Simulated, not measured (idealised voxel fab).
Process module, titled voxel lift off
cross-section cut | 220 nm wide | cells 5 nm
Reading order for cross-sections: top band down to bottom band. Underlying form: a grid of square cells. Band size: one or more rows of cells. Quick guide to a band line: top height, bottom height (nm) up front; then every material left to right with its width in nm. Only one material and it's marked "edge to edge"? Then it fills the band edge to edge. And "blank" just means empty space. Ref level 0: as-received wafer is one material below here. Bottom band extends down with no lower bound ("from 0 down"). Graded width ("30 to 40"): value in top row of band = first number; value in bottom row = second number; row-to-row change constant. "all unchanged" after a step means that no cell of the cross-section changed. For the entry "Closed voids list", the listed items are empty spaces with no open way to the top whose size is 8 cells or more; each item follows the pattern width x height at distance, where distance is from the left edge and all three are in nm. Post-settings text on a step line: simulator's own remark regarding the step. overlay nm, on a step with a mask: how far to the right of its planned place the mask lay; to the left if negative.

# plan
- 1: RECEIVE: material Si
- 2: CONFORMAL_DEP: material SiN, thk nm 5
- 3: PATTERN: tone open, mask id LINES, material resist, width nm 25, pitch nm 50, thk nm 20, overlay nm 0
- 4: DIRECTIONAL_DEP: material Ru, thk nm 10
- 5: STRIP: etch materials resist
- 6: CONFORMAL_DEP: material SiCN, thk nm 10

# Shown in cross-section is the wafer as received, that is, as it stands after step 1
> from 0 down = Si edge to edge
> Closed voids list: none

# Starting wafer: above. Plan: above. Run: one mistake. Cross-section after the module: below
> from 20 to 10 = blank 10 nm / SiCN 45 nm / blank 5 nm / SiCN 45 nm / blank 5 nm / SiCN 45 nm / blank 5 nm / SiCN 45 nm / blank 15 nm
> from 10 to 0 = SiCN 20 nm / Ru 25 nm / SiCN 25 nm / Ru 25 nm / SiCN 25 nm / Ru 25 nm / SiCN 25 nm / Ru 25 nm / SiCN 25 nm
> from 0 down = Si edge to edge
> Closed voids list: none
What went wrong in running the wafer? the run left out plan step 2 entirely, so it was never executed
